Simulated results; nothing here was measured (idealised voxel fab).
process module | voxel wiring stack
cross-section cut | 235 nm wide | cells 5 nm
A cross-section is a grid of square cells, given in bands from the top down. A band is one or more rows of cells.
Each band's line starts with the height of the band's top and of its bottom, in nm. Then come its materials from left to right, each with its width in nm. One material with "throughout" fills the band from edge to edge. "air" is empty space.
Height 0 is the level under which the wafer as received is all one material. The lowest band goes on downwards, as in "0 down".
A width such as "30 to 40" changes by the same amount from each row of cells to the next, from the band's top row to its bottom row.
"no change" after a step means that no cell of the cross-section changed.
closed voids: empty space of 8 cells or more with no open way to the top, each as width x height at its distance from the left edge, in nm
after a step's settings: what the simulator itself notes on the step
overlay nm, on a step with a mask: how far to the right of its planned place the mask lay; to the left if negative
plan
1 op RECEIVE | material Si
2 op CONFORMAL_DEP | material SiO2 | thk nm 15
3 op DIRECTIONAL_DEP | material TiN | thk nm 5
4 op DIRECTIONAL_DEP | material W | thk nm 20
5 op DIRECTIONAL_DEP | material aC | thk nm 15
6 op PATTERN | tone cover | mask id METAL_1 | material resist | width nm 30 | pitch nm 60 | thk nm 30 | overlay nm 0
7 op DIRECTIONAL_ETCH | etch materials aC | depth nm 15
8 op STRIP | etch materials resist
9 op DIRECTIONAL_ETCH | etch materials W | depth nm 20
10 op DIRECTIONAL_ETCH | etch materials TiN | depth nm 5
11 op STRIP | etch materials aC
12 op CONFORMAL_DEP | material SiCN | thk nm 5
13 op FILL_DEP | material lowk | thk nm 10
14 op CMP | height nm 40
15 op CONFORMAL_DEP | material SiCN | thk nm 5
16 op DIRECTIONAL_DEP | material SiO2 | thk nm 20
17 op MASKED_ETCH | tone open | mask id PLUG_1 | width nm 15 | pitch nm 120 | etch materials SiO2 | depth nm 20 | overlay nm 0
18 op MASKED_ETCH | tone open | mask id PLUG_1 | width nm 15 | pitch nm 120 | etch materials SiCN | depth nm 5 | overlay nm 0
19 op CONFORMAL_DEP | material TiN | thk nm 5
20 op FILL_DEP | material W | thk nm 5
21 op CMP | height nm 65
22 op CONFORMAL_DEP | material SiCN | thk nm 5
23 op DIRECTIONAL_DEP | material SiO2 | thk nm 15
24 op PATTERN | tone open | mask id METAL_2 | material resist | width nm 30 | pitch nm 60 | thk nm 20 | overlay nm 0
25 op DIRECTIONAL_ETCH | etch materials SiO2 | depth nm 15
26 op DIRECTIONAL_ETCH | etch materials SiCN | depth nm 5
27 op STRIP | etch materials resist
28 op CONFORMAL_DEP | material TiN | thk nm 5
29 op FILL_DEP | material W | thk nm 5
30 op CMP | height nm 85
31 op CONFORMAL_DEP | material SiCN | thk nm 5
32 op DIRECTIONAL_DEP | material SiO2 | thk nm 10
33 op MASKED_ETCH | tone open | mask id PLUG_2 | width nm 15 | pitch nm 60 | etch materials SiO2 | depth nm 10 | overlay nm 0
34 op MASKED_ETCH | tone open | mask id PLUG_2 | width nm 15 | pitch nm 60 | etch materials SiCN | depth nm 5 | overlay nm 0
35 op CONFORMAL_DEP | material TiN | thk nm 5
36 op FILL_DEP | material W | thk nm 5
37 op CMP | height nm 100
38 op DIRECTIONAL_DEP | material TiN | thk nm 5
39 op DIRECTIONAL_DEP | material Ru | thk nm 25
40 op MASKED_ETCH | tone cover | mask id METAL_3 | width nm 30 | pitch nm 60 | etch materials Ru | depth nm 25 | overlay nm 0
41 op MASKED_ETCH | tone cover | mask id METAL_3 | width nm 30 | pitch nm 60 | etch materials TiN | depth nm 5 | overlay nm 0
42 op CONFORMAL_DEP | material SiN | thk nm 5
43 op FILL_DEP | material lowk | thk nm 5
44 op CMP | height nm 130
45 op CONFORMAL_DEP | material SiCN | thk nm 5
as received, after step 1
  0 down: Si throughout
  closed voids: none
a wafer at the end: this start, this plan, one mistake
  135 to 130: SiCN throughout
  130 to 105: lowk 35 | SiN 5 | Ru 30 | SiN 5 | lowk 20 | SiN 5 | Ru 30 | SiN 5 | lowk 20 | SiN 5 | Ru 30 | SiN 5 | lowk 40
  105 to 100: SiN 40 | TiN 30 | SiN 30 | TiN 30 | SiN 30 | TiN 30 | SiN 45
  100 to 90: SiO2 40 | TiN 5 | W 5 | TiN 5 | SiO2 45 | TiN 5 | W 5 | TiN 5 | SiO2 45 | TiN 5 | W 5 | TiN 5 | SiO2 60
  90 to 85: SiCN 40 | TiN 15 | SiCN 45 | TiN 15 | SiCN 45 | TiN 15 | SiCN 60
  85 to 70: SiO2 40 | TiN 5 | W 20 | TiN 5 | SiO2 30 | TiN 5 | W 20 | TiN 5 | SiO2 30 | TiN 5 | W 20 | TiN 5 | SiO2 45
  70 to 65: SiCN 40 | TiN 30 | SiCN 30 | TiN 30 | SiCN 30 | TiN 30 | SiCN 45
  65 to 45: SiO2 40 | TiN 5 | W 5 | TiN 5 | SiO2 105 | TiN 5 | W 5 | TiN 5 | SiO2 60
  45 to 40: SiCN 40 | TiN 15 | SiCN 105 | TiN 15 | SiCN 60
  40 to 20: lowk 25 | SiCN 5 | W 30 | SiCN 5 | lowk 20 | SiCN 5 | W 30 | SiCN 5 | lowk 20 | SiCN 5 | W 30 | SiCN 5 | lowk 50
  20 to 15: SiCN 30 | TiN 30 | SiCN 30 | TiN 30 | SiCN 30 | TiN 30 | SiCN 55
  15 to 0: SiO2 throughout
  0 down: Si throughout
  closed voids: none
what went wrong: step 6 ran as: op PATTERN | tone cover | mask id METAL_1 | material resist | width nm 30 | pitch nm 60 | thk nm 30 | overlay nm -10
